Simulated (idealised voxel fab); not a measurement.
Module name: voxel fin reveal (process module)
cross-section cut | 250 nm wide | cells 5 nm
Each cross-section below is a grid of square cells, stated as bands in top-down order, with one or more rows of cells making up each band.
This entry defines a band. It first specifies the height of the band's top and the height of its bottom in nm, and then specifies the band's materials from left to right, stating each material with its width in nm. The word "full width" identifies a single material that fills the band from edge to edge, while the word "empty" identifies empty space.
Height datum 0, below which the as-received substrate wafer is one material. Lowest band open at the bottom, running downward: "0 and below".
The expression "30 to 40" gives the width at the extremes of the band, the first number at its top row of cells and the second at its bottom row, with the width changing by equal amounts from each row to the next in between.
Any step labelled "no change" changed none of the cells in the cross-section.
"Enclosed void list" lists enclosed empty spaces (at least 8 cells, no open path upward to the top), each as width x height at distance from the left edge, in nm.
Whatever follows a step's settings on its line is a remark the simulator itself makes about that step.
Each step line may optionally specify "overlay nm", which for a step with a mask gives the rightward distance between the mask's planned place and where it lay, a negative value indicating the leftward direction.
## So here's the lineup of process steps we planned
1 RECEIVE, material Si
2 CONFORMAL_DEP, material SiN, thk nm 5
3 DIRECTIONAL_DEP, material aC, thk nm 15
4 PATTERN, tone cover, mask id FINS, material resist, width nm 15, pitch nm 35, thk nm 35, overlay nm 0
5 DIRECTIONAL_ETCH, etch materials aC, depth nm 15
6 STRIP, etch materials resist
7 DIRECTIONAL_ETCH, etch materials SiN, depth nm 5
8 DIRECTIONAL_ETCH, etch materials Si, depth nm 30
9 STRIP, etch materials aC
10 FILL_DEP, material SiO2, thk nm 5
11 CMP, height nm 5
12 SELECTIVE_ETCH, etch materials SiO2, depth nm 25
13 STRIP, etch materials SiN
14 CONFORMAL_DEP, material HfO2, thk nm 5
## Delivered wafer in cross-section: state after step 1
    0 and below  Si full width
    Enclosed void list: none
## Below is the wafer in cross-section after the module was completed. It began from the starting point shown above and followed the plan shown above, except that one mistake was made while running it
    5 down to 0  empty: 60 | HfO2: 25 | empty: 10 | HfO2: 25 | empty: 10 | HfO2: 25 | empty: 10 | HfO2: 25 | empty: 60
    0 down to -15  empty: 60 | HfO2: 5 | Si: 15 | HfO2: 5 | empty: 10 | HfO2: 5 | Si: 15 | HfO2: 5 | empty: 10 | HfO2: 5 | Si: 15 | HfO2: 5 | empty: 10 | HfO2: 5 | Si: 15 | HfO2: 5 | empty: 60
    -15 down to -20  HfO2: 65 | Si: 15 | HfO2: 20 | Si: 15 | HfO2: 20 | Si: 15 | HfO2: 20 | Si: 15 | HfO2: 65
    -20 down to -60  SiO2: 65 | Si: 15 | SiO2: 20 | Si: 15 | SiO2: 20 | Si: 15 | SiO2: 20 | Si: 15 | SiO2: 65
    -60 and below  Si full width
    Enclosed void list: none
In executing the process, a mistake was made relative to the plan: plan step 8 was twice executed
